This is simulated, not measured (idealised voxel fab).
process module | voxel self aligned contacts
cross-section cut | 215 nm wide | cells 5 nm
A cross-section is a grid of square cells, given in bands from the top down. A band is one or more rows of cells.
Each band's line starts with the height of the band's top and of its bottom, in nm. Then come its materials from left to right, each with its width in nm. One material with "throughout" fills the band from edge to edge. "air" is empty space.
Height 0 is the level under which the wafer as received is all one material. The lowest band goes on downwards, as in "0 down".
A width such as "30 to 40" changes by the same amount from each row of cells to the next, from the band's top row to its bottom row.
"no change" after a step means that no cell of the cross-section changed.
closed voids: empty space of 8 cells or more with no open way to the top, each as width x height at its distance from the left edge, in nm
after a step's settings: what the simulator itself notes on the step
overlay nm, on a step with a mask: how far to the right of its planned place the mask lay; to the left if negative
plan
1 op RECEIVE | material Si
2 op CONFORMAL_DEP | material SiO2 | thk nm 5
3 op DIRECTIONAL_DEP | material polySi | thk nm 20
4 op DIRECTIONAL_DEP | material SiN | thk nm 25
5 op PATTERN | tone cover | mask id GATE | material resist | width nm 25 | pitch nm 60 | thk nm 15 | overlay nm 0
6 op DIRECTIONAL_ETCH | etch materials SiN | depth nm 25
7 op DIRECTIONAL_ETCH | etch materials polySi | depth nm 20
8 op STRIP | etch materials resist
9 op CONFORMAL_DEP | material SiN | thk nm 10
10 op DIRECTIONAL_ETCH | etch materials SiN | depth nm 10
11 op FILL_DEP | material SiO2 | thk nm 15
12 op CMP | height nm 60
13 op DIRECTIONAL_DEP | material aC | thk nm 15
14 op PATTERN | tone open | mask id CONTACT | material resist | width nm 45 | pitch nm 60 | thk nm 30 | overlay nm 0
15 op DIRECTIONAL_ETCH | etch materials aC | depth nm 15
16 op STRIP | etch materials resist
17 op DIRECTIONAL_ETCH | etch materials SiO2 | depth nm 60
18 op STRIP | etch materials aC
19 op CONFORMAL_DEP | material TiN | thk nm 5
20 op FILL_DEP | material W | thk nm 5
21 op CMP | height nm 60
22 op CONFORMAL_DEP | material SiCN | thk nm 5
first wafer, as planned
as received, after step 1
  0 down: Si throughout
  closed voids: none
after step 2
  5 to 0: SiO2 throughout
  below 0: unchanged
after step 3
  25 to 5: polySi throughout
  below 5: unchanged
after step 4
  50 to 25: SiN throughout
  below 25: unchanged
after step 5
  65 to 50: air 35 | resist 25 | air 35 | resist 25 | air 35 | resist 25 | air 35
  below 50: unchanged
after step 6
  65 to 50: air 35 | resist 25 | air 35 | resist 25 | air 35 | resist 25 | air 35
  50 to 25: air 35 | SiN 25 | air 35 | SiN 25 | air 35 | SiN 25 | air 35
  below 25: unchanged
after step 7
  65 to 50: air 35 | resist 25 | air 35 | resist 25 | air 35 | resist 25 | air 35
  50 to 25: air 35 | SiN 25 | air 35 | SiN 25 | air 35 | SiN 25 | air 35
  25 to 5: air 35 | polySi 25 | air 35 | polySi 25 | air 35 | polySi 25 | air 35
  below 5: unchanged
after step 8
  50 to 25: air 35 | SiN 25 | air 35 | SiN 25 | air 35 | SiN 25 | air 35
  below 25: unchanged
after step 9
  60 to 25: air 25 | SiN 45 | air 15 | SiN 45 | air 15 | SiN 45 | air 25
  25 to 15: air 25 | SiN 10 | polySi 25 | SiN 10 | air 15 | SiN 10 | polySi 25 | SiN 10 | air 15 | SiN 10 | polySi 25 | SiN 10 | air 25
  15 to 5: SiN 35 | polySi 25 | SiN 35 | polySi 25 | SiN 35 | polySi 25 | SiN 35
  below 5: unchanged
after step 10
  50 to 25: air 25 | SiN 45 | air 15 | SiN 45 | air 15 | SiN 45 | air 25
  25 to 5: air 25 | SiN 10 | polySi 25 | SiN 10 | air 15 | SiN 10 | polySi 25 | SiN 10 | air 15 | SiN 10 | polySi 25 | SiN 10 | air 25
  below 5: unchanged
after step 11
  65 to 50: SiO2 throughout
  50 to 25: SiO2 25 | SiN 45 | SiO2 15 | SiN 45 | SiO2 15 | SiN 45 | SiO2 25
  25 to 5: SiO2 25 | SiN 10 | polySi 25 | SiN 10 | SiO2 15 | SiN 10 | polySi 25 | SiN 10 | SiO2 15 | SiN 10 | polySi 25 | SiN 10 | SiO2 25
  below 5: unchanged
after step 12
  60 to 50: SiO2 throughout
  below 50: unchanged
after step 13
  75 to 60: aC throughout
  below 60: unchanged
after step 14
  105 to 75: resist 55 | air 45 | resist 15 | air 45 | resist 55
  below 75: unchanged
after step 15
  90 to 75: resist 55 | air 45 | resist 15 | air 45 | resist 55
  75 to 60: aC 55 | air 45 | aC 15 | air 45 | aC 55
  below 60: unchanged
after step 16
  75 to 60: aC 55 | air 45 | aC 15 | air 45 | aC 55
  below 60: unchanged
after step 17
  75 to 60: aC 55 | air 45 | aC 15 | air 45 | aC 55
  60 to 50: SiO2 55 | air 45 | SiO2 15 | air 45 | SiO2 55
  50 to 25: SiO2 25 | SiN 45 | air 15 | SiN 45 | air 15 | SiN 45 | SiO2 25
  25 to 5: SiO2 25 | SiN 10 | polySi 25 | SiN 10 | air 15 | SiN 10 | polySi 25 | SiN 10 | air 15 | SiN 10 | polySi 25 | SiN 10 | SiO2 25
  5 to 0: SiO2 70 | air 15 | SiO2 45 | air 15 | SiO2 70
  below 0: unchanged
after step 18
  60 to 50: SiO2 55 | air 45 | SiO2 15 | air 45 | SiO2 55
  below 50: unchanged
after step 19
  65 to 60: TiN 60 | air 35 | TiN 25 | air 35 | TiN 60
  60 to 50: SiO2 55 | TiN 5 to 20 | air 35 to 5 | TiN 5 to 20 | SiO2 15 | TiN 5 to 20 | air 35 to 5 | TiN 5 to 20 | SiO2 55
  50 to 25: SiO2 25 | SiN 45 | TiN 5 | air 5 | TiN 5 | SiN 45 | TiN 5 | air 5 | TiN 5 | SiN 45 | SiO2 25
  25 to 5: SiO2 25 | SiN 10 | polySi 25 | SiN 10 | TiN 5 | air 5 | TiN 5 | SiN 10 | polySi 25 | SiN 10 | TiN 5 | air 5 | TiN 5 | SiN 10 | polySi 25 | SiN 10 | SiO2 25
  5 to 0: SiO2 70 | TiN 15 | SiO2 45 | TiN 15 | SiO2 70
  below 0: unchanged
after step 20
  70 to 65: W throughout
  65 to 60: TiN 60 | W 35 | TiN 25 | W 35 | TiN 60
  60 to 50: SiO2 55 | TiN 5 to 20 | W 35 to 5 | TiN 5 to 20 | SiO2 15 | TiN 5 to 20 | W 35 to 5 | TiN 5 to 20 | SiO2 55
  50 to 25: SiO2 25 | SiN 45 | TiN 5 | W 5 | TiN 5 | SiN 45 | TiN 5 | W 5 | TiN 5 | SiN 45 | SiO2 25
  25 to 5: SiO2 25 | SiN 10 | polySi 25 | SiN 10 | TiN 5 | W 5 | TiN 5 | SiN 10 | polySi 25 | SiN 10 | TiN 5 | W 5 | TiN 5 | SiN 10 | polySi 25 | SiN 10 | SiO2 25
  below 5: unchanged
after step 21
  60 to 50: SiO2 55 | TiN 5 to 20 | W 35 to 5 | TiN 5 to 20 | SiO2 15 | TiN 5 to 20 | W 35 to 5 | TiN 5 to 20 | SiO2 55
  below 50: unchanged
after step 22
  65 to 60: SiCN throughout
  below 60: unchanged
second wafer: like start, like plan, one mistake. Through step 20 it matches the first wafer
when step 21 should have ended
  65 to 60: TiN 60 | W 35 | TiN 25 | W 35 | TiN 60
  below 60: unchanged
when step 22 should have ended
  70 to 65: SiCN throughout
  below 65: unchanged
what went wrong: step 21 ran as: op CMP | height nm 65
at the end the second wafer has, in cells: 29 more of TiN | 14 more of W
